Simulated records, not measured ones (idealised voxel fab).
process module | voxel tone inversion
cross-section cut | 145 nm wide | cells 5 nm
A cross-section is a grid of square cells, given in bands from the top down. A band is one or more rows of cells.
Each band's line starts with the height of the band's top and of its bottom, in nm. Then come its materials from left to right, each with its width in nm. One material with "throughout" fills the band from edge to edge. "air" is empty space.
Height 0 is the level under which the wafer as received is all one material. The lowest band goes on downwards, as in "0 down".
A width such as "30 to 40" changes by the same amount from each row of cells to the next, from the band's top row to its bottom row.
"no change" after a step means that no cell of the cross-section changed.
closed voids: empty space of 8 cells or more with no open way to the top, each as width x height at its distance from the left edge, in nm
after a step's settings: what the simulator itself notes on the step
overlay nm, on a step with a mask: how far to the right of its planned place the mask lay; to the left if negative
plan
1 op RECEIVE | material Si
2 op CONFORMAL_DEP | material SiN | thk nm 10
3 op DIRECTIONAL_DEP | material polySi | thk nm 15
4 op PATTERN | tone cover | mask id POSTS | material resist | width nm 15 | pitch nm 30 | thk nm 25 | overlay nm 0
5 op DIRECTIONAL_ETCH | etch materials polySi | depth nm 15
6 op STRIP | etch materials resist
7 op FILL_DEP | material SiO2 | thk nm 10
8 op CMP | height nm 25
9 op STRIP | etch materials polySi
10 op CONFORMAL_DEP | material TiN | thk nm 5
11 op FILL_DEP | material Ru | thk nm 10
12 op CMP | height nm 25
13 op CONFORMAL_DEP | material SiCN | thk nm 5
as received, after step 1
  0 down: Si throughout
  closed voids: none
a wafer at the end: this start, this plan, one mistake
  30 to 25: SiCN throughout
  25 to 15: SiN throughout
  15 to 0: polySi throughout
  0 down: Si throughout
  closed voids: none
what went wrong: steps 2 and 3 were swapped
